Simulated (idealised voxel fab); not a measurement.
The process module that follows is named voxel transistor to metal.
FYI the section here is cut, 260 nm wide, cells are 5 nm squares.
Reading order for cross-sections: top band down to bottom band. Underlying form: a grid of square cells. Band size: one or more rows of cells. Within each band entry, the heights of the top and of the bottom of the band appear first, in that order and in nm; the materials of the band then follow from left to right, each with its corresponding width in nm. The designation "edge to edge" on a single material indicates that it fills the band from edge to edge; the designation "empty" indicates empty space. Height 0 is the level under which the wafer as received is all one material. The lowest band goes on downwards, as in "0 and below". You'd read "30 to 40" like this: the band's top row of cells is as wide as the first number, its bottom row is as wide as the second, and going down, every row changes width by the same amount as the row before did. Reading "stayed the same" for a step: not a cell of the cross-section changed in it. Entry "Entrapped void list" = empty spaces >= 8 cells with no open way to the top; each as width x height at distance, distance from left edge, all nm. Whatever follows a step's settings on its line is a remark the simulator itself makes about that step. "overlay nm" answers the question of how far to the right of plan the mask lay on a step that has a mask, and when it is negative the answer is to the left.

### Planned process steps
| 1 | RECEIVE, material Si |
| 2 | CONFORMAL_DEP, material SiO2, thk nm 5 |
| 3 | CONFORMAL_DEP, material SiN, thk nm 15 |
| 4 | PATTERN, tone cover, mask id ACTIVE, material resist, width nm 90, pitch nm 120, thk nm 20, overlay nm 0 |
| 5 | DIRECTIONAL_ETCH, etch materials SiN, depth nm 15 |
| 6 | DIRECTIONAL_ETCH, etch materials SiO2, depth nm 5 |
| 7 | DIRECTIONAL_ETCH, etch materials Si, depth nm 30 |
| 8 | STRIP, etch materials resist |
| 9 | FILL_DEP, material SiO2, thk nm 5 |
| 10 | CMP, height nm 20 |
| 11 | SELECTIVE_ETCH, etch materials SiO2, depth nm 15 |
| 12 | STRIP, etch materials SiN |
| 13 | SELECTIVE_ETCH, etch materials SiO2, depth nm 5 |
| 14 | OXIDIZE, depth nm 5 |
| 15 | DIRECTIONAL_DEP, material polySi, thk nm 25 |
| 16 | DIRECTIONAL_DEP, material SiCN, thk nm 10 |
| 17 | MASKED_ETCH, tone cover, mask id GATE, width nm 20, pitch nm 120, etch materials SiCN, depth nm 20, overlay nm 0 |
| 18 | MASKED_ETCH, tone cover, mask id GATE, width nm 20, pitch nm 120, etch materials polySi, depth nm 35, overlay nm 0 |
| 19 | CONFORMAL_DEP, material SiN, thk nm 5 |
| 20 | DIRECTIONAL_ETCH, etch materials SiN, depth nm 5 |
| 21 | DIRECTIONAL_ETCH, etch materials SiO2, depth nm 5 |
| 22 | EPI, material SiGe, thk nm 5 |
| 23 | FILL_DEP, material SiO2, thk nm 5 |
| 24 | CMP, height nm 35 |
| 25 | DIRECTIONAL_DEP, material SiO2, thk nm 10 |
| 26 | DIRECTIONAL_DEP, material aC, thk nm 15 |
| 27 | PATTERN, tone open, mask id CONTACT, material resist, width nm 25, thk nm 30, overlay nm 0 |
| 28 | DIRECTIONAL_ETCH, etch materials aC, depth nm 15 |
| 29 | STRIP, etch materials resist |
| 30 | DIRECTIONAL_ETCH, etch materials SiO2, depth nm 45 |
| 31 | STRIP, etch materials aC |
| 32 | CONFORMAL_DEP, material TiN, thk nm 5 |
| 33 | FILL_DEP, material W, thk nm 10 |
| 34 | CMP, height nm 45 |
| 35 | CONFORMAL_DEP, material SiN, thk nm 5 |
| 36 | DIRECTIONAL_DEP, material SiO2, thk nm 25 |
| 37 | DIRECTIONAL_DEP, material aC, thk nm 15 |
| 38 | PATTERN, tone open, mask id METAL_1, material resist, width nm 15, thk nm 35, overlay nm 0 |
| 39 | DIRECTIONAL_ETCH, etch materials aC, depth nm 15 |
| 40 | STRIP, etch materials resist |
| 41 | DIRECTIONAL_ETCH, etch materials SiO2, depth nm 25 |
| 42 | DIRECTIONAL_ETCH, etch materials SiN, depth nm 5 |
| 43 | STRIP, etch materials aC |
| 44 | CONFORMAL_DEP, material TiN, thk nm 5 |
| 45 | FILL_DEP, material Cu, thk nm 5 |
| 46 | CMP, height nm 75 |
| 47 | EPI, material Ru, thk nm 5 |
| 48 | FILL_DEP, material SiCN, thk nm 5 |
| 49 | DIRECTIONAL_DEP, material lowk, thk nm 25 |
| 50 | PATTERN, tone open, mask id METAL_2, material resist, width nm 15, pitch nm 120, thk nm 15, overlay nm 0 |
| 51 | DIRECTIONAL_ETCH, etch materials lowk, depth nm 15 |
| 52 | STRIP, etch materials resist |
| 53 | DIRECTIONAL_DEP, material aC, thk nm 10 |
| 54 | PATTERN, tone open, mask id METAL_2_HOLES, material resist, width nm 15, pitch nm 120, thk nm 30, overlay nm 0 |
| 55 | DIRECTIONAL_ETCH, etch materials aC, depth nm 10 |
| 56 | STRIP, etch materials resist |
| 57 | DIRECTIONAL_ETCH, etch materials lowk, depth nm 10 |
| 58 | DIRECTIONAL_ETCH, etch materials SiCN, depth nm 5 |
| 59 | STRIP, etch materials aC |
| 60 | CONFORMAL_DEP, material TiN, thk nm 5 |
| 61 | FILL_DEP, material Cu, thk nm 5 |
| 62 | CMP, height nm 110 |
| 63 | CONFORMAL_DEP, material SiN, thk nm 5 |

### Step 1 complete: cross-section of the wafer as received
0 and below: Si edge to edge
Entrapped void list: none

### First of two wafers at the end of the module, shown in cross-section; run carried out as planned
115 down to 110: SiN edge to edge
110 down to 85: lowk 30  TiN 5  Cu 5  TiN 5  lowk 105  TiN 5  Cu 5  TiN 5  lowk 95
85 down to 80: SiCN 30  TiN 15  SiCN 105  TiN 15  SiCN 95
80 down to 75: SiCN 25  Ru 25  SiCN 40  Ru 25  SiCN 30  Ru 25  SiCN 40  Ru 25  SiCN 25
75 down to 50: SiO2 30  TiN 5  Cu 5  TiN 5  SiO2 50  TiN 5  Cu 5  TiN 5  SiO2 40  TiN 5  Cu 5  TiN 5  SiO2 50  TiN 5  Cu 5  TiN 5  SiO2 30
50 down to 45: SiN 30  TiN 15  SiN 50  TiN 15  SiN 40  TiN 15  SiN 50  TiN 15  SiN 30
45 down to 35: SiO2 30  TiN 5  W 15  TiN 5  SiO2 30  TiN 5  W 15  TiN 5  SiO2 40  TiN 5  W 15  TiN 5  SiO2 30  TiN 5  W 15  TiN 5  SiO2 30
35 down to 25: SiO2 30  TiN 5  W 15  TiN 5  SiN 5  SiCN 20  SiN 5  TiN 5  W 15  TiN 5  SiO2 40  TiN 5  W 15  TiN 5  SiN 5  SiCN 20  SiN 5  TiN 5  W 15  TiN 5  SiO2 30
25 down to 5: SiO2 30  TiN 5  W 15  TiN 5  SiN 5  polySi 20  SiN 5  TiN 5  W 15  TiN 5  SiO2 40  TiN 5  W 15  TiN 5  SiN 5  polySi 20  SiN 5  TiN 5  W 15  TiN 5  SiO2 30
5 down to 0: SiO2 30  TiN 25  SiN 5  polySi 20  SiN 5  TiN 25  SiO2 40  TiN 25  SiN 5  polySi 20  SiN 5  TiN 25  SiO2 30
0 down to -5: SiO2 20  SiGe 35  SiO2 30  SiGe 35  SiO2 20  SiGe 35  SiO2 30  SiGe 35  SiO2 20
-5 down to -30: SiO2 25  Si 90  SiO2 30  Si 90  SiO2 25
-30 and below: Si edge to edge
Entrapped void list: none

### Here's the second of our two wafers sectioned at module end. Same start as the first, same plan, but one mistake got made running it
110 down to 105: SiN edge to edge
105 down to 85: lowk 30  TiN 5  Cu 5  TiN 5  lowk 105  TiN 5  Cu 5  TiN 5  lowk 95
85 down to 80: SiCN 30  TiN 15  SiCN 105  TiN 15  SiCN 95
80 down to 75: SiCN 25  Ru 25  SiCN 40  Ru 25  SiCN 30  Ru 25  SiCN 40  Ru 25  SiCN 25
75 down to 50: SiO2 30  TiN 5  Cu 5  TiN 5  SiO2 50  TiN 5  Cu 5  TiN 5  SiO2 40  TiN 5  Cu 5  TiN 5  SiO2 50  TiN 5  Cu 5  TiN 5  SiO2 30
50 down to 45: SiN 30  TiN 15  SiN 50  TiN 15  SiN 40  TiN 15  SiN 50  TiN 15  SiN 30
45 down to 35: SiO2 30  TiN 5  W 15  TiN 5  SiO2 30  TiN 5  W 15  TiN 5  SiO2 40  TiN 5  W 15  TiN 5  SiO2 30  TiN 5  W 15  TiN 5  SiO2 30
35 down to 25: SiO2 30  TiN 5  W 15  TiN 5  SiN 5  SiCN 20  SiN 5  TiN 5  W 15  TiN 5  SiO2 40  TiN 5  W 15  TiN 5  SiN 5  SiCN 20  SiN 5  TiN 5  W 15  TiN 5  SiO2 30
25 down to 5: SiO2 30  TiN 5  W 15  TiN 5  SiN 5  polySi 20  SiN 5  TiN 5  W 15  TiN 5  SiO2 40  TiN 5  W 15  TiN 5  SiN 5  polySi 20  SiN 5  TiN 5  W 15  TiN 5  SiO2 30
5 down to 0: SiO2 30  TiN 25  SiN 5  polySi 20  SiN 5  TiN 25  SiO2 40  TiN 25  SiN 5  polySi 20  SiN 5  TiN 25  SiO2 30
0 down to -5: SiO2 20  SiGe 35  SiO2 30  SiGe 35  SiO2 20  SiGe 35  SiO2 30  SiGe 35  SiO2 20
-5 down to -30: SiO2 25  Si 90  SiO2 30  Si 90  SiO2 25
-30 and below: Si edge to edge
Entrapped void list: none
In executing the process, a mistake was made relative to the plan: step 62 ran with different settings than intended, the actual operation and settings being CMP, height nm 105
End of process, cell counts, second wafer against first, materials with more or fewer: Cu: 2 fewer | TiN: 4 fewer | lowk: 46 fewer
